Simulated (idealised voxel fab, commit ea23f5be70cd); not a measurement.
process module | voxel ribs on slabs
cross-section cut | 190 nm wide | cells 5 nm
A cross-section is a grid of square cells, given in bands from the top down. A band is one or more rows of cells.
Each band's line starts with the height of the band's top and of its bottom, in nm. Then come its materials from left to right, each with its width in nm. One material with "throughout" fills the band from edge to edge. "air" is empty space.
Height 0 is the level under which the wafer as received is all one material. The lowest band goes on downwards, as in "0 down".
A width such as "30 to 40" changes by the same amount from each row of cells to the next, from the band's top row to its bottom row.
"no change" after a step means that no cell of the cross-section changed.
closed voids: empty space of 8 cells or more with no open way to the top, each as width x height at its distance from the left edge, in nm
after a step's settings: what the simulator itself notes on the step
overlay nm, on a step with a mask: how far to the right of its planned place the mask lay; to the left if negative
plan
1 op RECEIVE | material Si
2 op DIRECTIONAL_DEP | material SiO2 | thk nm 20
3 op DIRECTIONAL_DEP | material SiN | thk nm 20
4 op DIRECTIONAL_DEP | material aC | thk nm 10
5 op PATTERN | tone cover | mask id RIB | material resist | width nm 15 | thk nm 25 | overlay nm 0
6 op DIRECTIONAL_ETCH | etch materials aC | depth nm 10
7 op STRIP | etch materials resist
8 op DIRECTIONAL_ETCH | etch materials SiN | depth nm 15
9 op STRIP | etch materials aC
10 op PATTERN | tone cover | mask id SLAB | material resist | width nm 65 | thk nm 20 | overlay nm 0
11 op DIRECTIONAL_ETCH | etch materials SiN | depth nm 5
12 op STRIP | etch materials resist
13 op FILL_DEP | material SiO2 | thk nm 20
14 op CMP | height nm 50
15 op DIRECTIONAL_DEP | material W | thk nm 10
16 op PATTERN | tone cover | mask id HEATER | material resist | width nm 25 | thk nm 15 | overlay nm 0
17 op DIRECTIONAL_ETCH | etch materials W | depth nm 10
18 op STRIP | etch materials resist
19 op CONFORMAL_DEP | material SiN | thk nm 5
first wafer, as planned
as received, after step 1
  0 down: Si throughout
  closed voids: none
after step 2
  20 to 0: SiO2 throughout
  below 0: unchanged
after step 3
  40 to 20: SiN throughout
  below 20: unchanged
after step 4
  50 to 40: aC throughout
  below 40: unchanged
after step 5
  75 to 50: air 85 | resist 15 | air 90
  below 50: unchanged
after step 6
  65 to 50: air 85 | resist 15 | air 90
  50 to 40: air 85 | aC 15 | air 90
  below 40: unchanged
after step 7
  50 to 40: air 85 | aC 15 | air 90
  below 40: unchanged
after step 8
  50 to 40: air 85 | aC 15 | air 90
  40 to 25: air 85 | SiN 15 | air 90
  below 25: unchanged
after step 9
  40 to 25: air 85 | SiN 15 | air 90
  below 25: unchanged
after step 10
  60 to 40: air 60 | resist 65 | air 65
  40 to 25: air 60 | resist 25 | SiN 15 | resist 25 | air 65
  below 25: unchanged
after step 11
  60 to 40: air 60 | resist 65 | air 65
  40 to 25: air 60 | resist 25 | SiN 15 | resist 25 | air 65
  25 to 20: air 60 | SiN 65 | air 65
  below 20: unchanged
after step 12
  40 to 25: air 85 | SiN 15 | air 90
  below 25: unchanged
after step 13
  60 to 40: SiO2 throughout
  40 to 25: SiO2 85 | SiN 15 | SiO2 90
  25 to 20: SiO2 60 | SiN 65 | SiO2 65
  below 20: unchanged
after step 14
  50 to 40: SiO2 throughout
  below 40: unchanged
after step 15
  60 to 50: W throughout
  below 50: unchanged
after step 16
  75 to 60: air 80 | resist 25 | air 85
  below 60: unchanged
after step 17
  75 to 60: air 80 | resist 25 | air 85
  60 to 50: air 80 | W 25 | air 85
  below 50: unchanged
after step 18
  60 to 50: air 80 | W 25 | air 85
  below 50: unchanged
after step 19
  65 to 60: air 75 | SiN 35 | air 80
  60 to 55: air 75 | SiN 5 | W 25 | SiN 5 | air 80
  55 to 50: SiN 80 | W 25 | SiN 85
  below 50: unchanged
second wafer: like start, like plan, one mistake. Through step 13 it matches the first wafer
when step 14 should have ended
  45 to 40: SiO2 throughout
  below 40: unchanged
when step 15 should have ended
  55 to 45: W throughout
  below 45: unchanged
when step 16 should have ended
  70 to 55: air 80 | resist 25 | air 85
  below 55: unchanged
when step 17 should have ended
  70 to 55: air 80 | resist 25 | air 85
  55 to 45: air 80 | W 25 | air 85
  below 45: unchanged
when step 18 should have ended
  55 to 45: air 80 | W 25 | air 85
  below 45: unchanged
when step 19 should have ended
  60 to 55: air 75 | SiN 35 | air 80
  55 to 50: air 75 | SiN 5 | W 25 | SiN 5 | air 80
  50 to 45: SiN 80 | W 25 | SiN 85
  below 45: unchanged
what went wrong: step 14 ran as: op CMP | height nm 45
at the end the second wafer has, in cells: 38 fewer of SiO2
